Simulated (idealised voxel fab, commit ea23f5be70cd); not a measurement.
The process module presented herein is designated voxel spacer lines.
cross-section cut | 265 nm wide | cells 5 nm
In what follows, cross-sections appear as grids of square cells, described through bands that run from the top down, where every band is one or more rows of cells.
First you get the band's top height and its bottom height, in nm, and then the materials it's made of, left to right, with each width in nm. If you see a single material with "all across", that one covers the band edge to edge. "air" is empty space.
We count height from 0. Below that, the starting wafer is all one material. The lowest band never ends at the bottom but goes on down; see "0 -> down" for how that is written.
Top row gets the first number, bottom row gets the second, and each row in between changes by the same step: that is how a band width like "30 to 40" works.
What does "left unchanged" mean for a step? It means no cell of the cross-section changed in that step.
What "Entrapped void list" gives you is every empty space of 8 cells or more that is cut off from the top. Each appears as width x height at distance, with the distance taken from the left edge and width, height and distance all in nm.
On a step's line, text after the settings is the simulator commenting on that step.
The setting "overlay nm" may be written on the line of a step. When the step uses a mask, the value reports how far to the right of the planned place the mask lay, and a negative value reports that it lay to the left.
PROCESS STEPS (PLANNED)
1,RECEIVE,material Si
2,CONFORMAL_DEP,material Al2O3,thk nm 10
3,DIRECTIONAL_DEP,material TiN,thk nm 10
4,DIRECTIONAL_DEP,material aC,thk nm 25
5,PATTERN,tone cover,mask id MANDREL,material resist,width nm 20,pitch nm 70,thk nm 35,overlay nm 0
6,DIRECTIONAL_ETCH,etch materials aC,depth nm 25
7,STRIP,etch materials resist
8,CONFORMAL_DEP,material SiO2,thk nm 15
9,DIRECTIONAL_ETCH,etch materials SiO2,depth nm 15
10,STRIP,etch materials aC
11,DIRECTIONAL_ETCH,etch materials TiN,depth nm 10
12,STRIP,etch materials SiO2
AS-RECEIVED STATE OF THE WAFER IN CROSS-SECTION, EQUIVALENT TO POST-STEP 1
> 0 -> down | Si all across
> Entrapped void list: none
CROSS-SECTION, FIRST OF TWO WAFERS, END OF MODULE, RUN AS PLANNED
> 20 -> 10 | air: 35  TiN: 15  air: 20  TiN: 15  air: 20  TiN: 15  air: 20  TiN: 15  air: 20  TiN: 15  air: 20  TiN: 15  air: 40
> 10 -> 0 | Al2O3 all across
> 0 -> down | Si all across
> Entrapped void list: none
SO THIS IS WAFER NUMBER TWO OF THE TWO, CUT AT THE END OF THE MODULE - IT STARTED WHERE THE FIRST DID AND HAD THE SAME PLAN, WE JUST GOT ONE THING WRONG RUNNING IT
> 20 -> 10 | Al2O3 all across
> 10 -> 0 | TiN all across
> 0 -> down | Si all across
> Entrapped void list: none
Nonconformance to the process plan: note: step 2 <-> step 3, run order reversed vs plan
The closing comparison, in cells, has the second wafer with more or fewer of some materials than the first: 70 more of TiN
